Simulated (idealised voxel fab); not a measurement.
process module | voxel self aligned contacts
cross-section cut | 185 nm wide | cells 5 nm
A cross-section is a grid of square cells, given in bands from the top down. A band is one or more rows of cells.
Each band's line starts with the height of the band's top and of its bottom, in nm. Then come its materials from left to right, each with its width in nm. One material with "throughout" fills the band from edge to edge. "air" is empty space.
Height 0 is the level under which the wafer as received is all one material. The lowest band goes on downwards, as in "0 down".
A width such as "30 to 40" changes by the same amount from each row of cells to the next, from the band's top row to its bottom row.
"no change" after a step means that no cell of the cross-section changed.
closed voids: empty space of 8 cells or more with no open way to the top, each as width x height at its distance from the left edge, in nm
after a step's settings: what the simulator itself notes on the step
overlay nm, on a step with a mask: how far to the right of its planned place the mask lay; to the left if negative
plan
1 op RECEIVE | material Si
2 op CONFORMAL_DEP | material SiO2 | thk nm 5
3 op DIRECTIONAL_DEP | material polySi | thk nm 30
4 op DIRECTIONAL_DEP | material SiN | thk nm 20
5 op PATTERN | tone cover | mask id GATE | material resist | width nm 25 | pitch nm 60 | thk nm 20 | overlay nm 0
6 op DIRECTIONAL_ETCH | etch materials SiN | depth nm 20
7 op DIRECTIONAL_ETCH | etch materials polySi | depth nm 30
8 op STRIP | etch materials resist
9 op CONFORMAL_DEP | material SiN | thk nm 10
10 op DIRECTIONAL_ETCH | etch materials SiN | depth nm 10
11 op FILL_DEP | material SiO2 | thk nm 20
12 op CMP | height nm 65
13 op PATTERN | tone open | mask id CONTACT | material resist | width nm 45 | thk nm 15 | overlay nm 0
14 op DIRECTIONAL_ETCH | etch materials SiO2 | depth nm 65
15 op STRIP | etch materials resist
16 op CONFORMAL_DEP | material TiN | thk nm 5
17 op FILL_DEP | material W | thk nm 5
18 op CMP | height nm 65
19 op CONFORMAL_DEP | material SiCN | thk nm 5
as received, after step 1
  0 down: Si throughout
  closed voids: none
first wafer at the end, as planned
  70 to 65: SiCN throughout
  65 to 55: SiO2 70 | TiN 5 to 20 | W 35 to 5 | TiN 5 to 20 | SiO2 70
  55 to 35: SiO2 40 | SiN 45 | TiN 5 | W 5 | TiN 5 | SiN 45 | SiO2 40
  35 to 5: SiO2 40 | SiN 10 | polySi 25 | SiN 10 | TiN 5 | W 5 | TiN 5 | SiN 10 | polySi 25 | SiN 10 | SiO2 40
  5 to 0: SiO2 85 | TiN 15 | SiO2 85
  0 down: Si throughout
  closed voids: none
second wafer at the end: like start, like plan, one mistake
  70 to 65: SiCN throughout
  65 to 55: SiO2 70 | TiN 5 | W 35 | TiN 5 | SiO2 70
  55 to 50: SiO2 70 | TiN 20 | W 5 | TiN 20 | SiO2 70
  50 to 30: SiO2 40 | SiN 45 | TiN 5 | W 5 | TiN 5 | SiN 45 | SiO2 40
  30 to 5: SiO2 40 | SiN 10 | polySi 25 | SiN 10 | TiN 5 | W 5 | TiN 5 | SiN 10 | polySi 25 | SiN 10 | SiO2 40
  5 to 0: SiO2 40 | SiN 10 | polySi 25 | SiN 10 | TiN 15 | SiN 10 | polySi 25 | SiN 10 | SiO2 40
  0 down: Si throughout
  closed voids: none
what went wrong: step 2 was left out
at the end the second wafer has, in cells: 6 fewer of SiO2 | 6 more of W
